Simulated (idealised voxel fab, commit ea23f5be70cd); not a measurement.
process module | voxel local oxidation
cross-section cut | 165 nm wide | cells 5 nm
A cross-section is a grid of square cells, given in bands from the top down. A band is one or more rows of cells.
Each band's line starts with the height of the band's top and of its bottom, in nm. Then come its materials from left to right, each with its width in nm. One material with "throughout" fills the band from edge to edge. "air" is empty space.
Height 0 is the level under which the wafer as received is all one material. The lowest band goes on downwards, as in "0 down".
A width such as "30 to 40" changes by the same amount from each row of cells to the next, from the band's top row to its bottom row.
"no change" after a step means that no cell of the cross-section changed.
closed voids: empty space of 8 cells or more with no open way to the top, each as width x height at its distance from the left edge, in nm
after a step's settings: what the simulator itself notes on the step
overlay nm, on a step with a mask: how far to the right of its planned place the mask lay; to the left if negative
plan
1 op RECEIVE | material Si
2 op OXIDIZE | depth nm 5
3 op CONFORMAL_DEP | material SiN | thk nm 10
4 op PATTERN | tone cover | mask id ACTIVE | material resist | width nm 105 | thk nm 15 | overlay nm 0
5 op DIRECTIONAL_ETCH | etch materials SiN | depth nm 10
6 op STRIP | etch materials resist
7 op SELECTIVE_ETCH | etch materials SiO2 | depth nm 5
8 op OXIDIZE | depth nm 15
9 op STRIP | etch materials SiN
first wafer, as planned
as received, after step 1
  0 down: Si throughout
  closed voids: none
after step 2
  0 to -5: SiO2 throughout
  below -5: unchanged
after step 3
  10 to 0: SiN throughout
  below 0: unchanged
after step 4
  25 to 10: air 30 | resist 105 | air 30
  below 10: unchanged
after step 5
  25 to 10: air 30 | resist 105 | air 30
  10 to 0: air 30 | SiN 105 | air 30
  below 0: unchanged
after step 6
  10 to 0: air 30 | SiN 105 | air 30
  below 0: unchanged
after step 7
  10 to 0: air 30 | SiN 105 | air 30
  0 to -5: air 35 | SiO2 95 | air 35
  below -5: unchanged
after step 8
  10 to 0: air 30 | SiN 105 | air 30
  0 to -5: air 35 | SiO2 95 | air 35
  -5 to -20: SiO2 50 | Si 65 | SiO2 50
  below -20: unchanged
after step 9
  0 to -5: air 35 | SiO2 95 | air 35
  below -5: unchanged
second wafer: like start, like plan, one mistake. Through step 8 it matches the first wafer
when step 9 should have ended: no change
what went wrong: step 9 was left out
at the end the second wafer has, in cells: 42 more of SiN
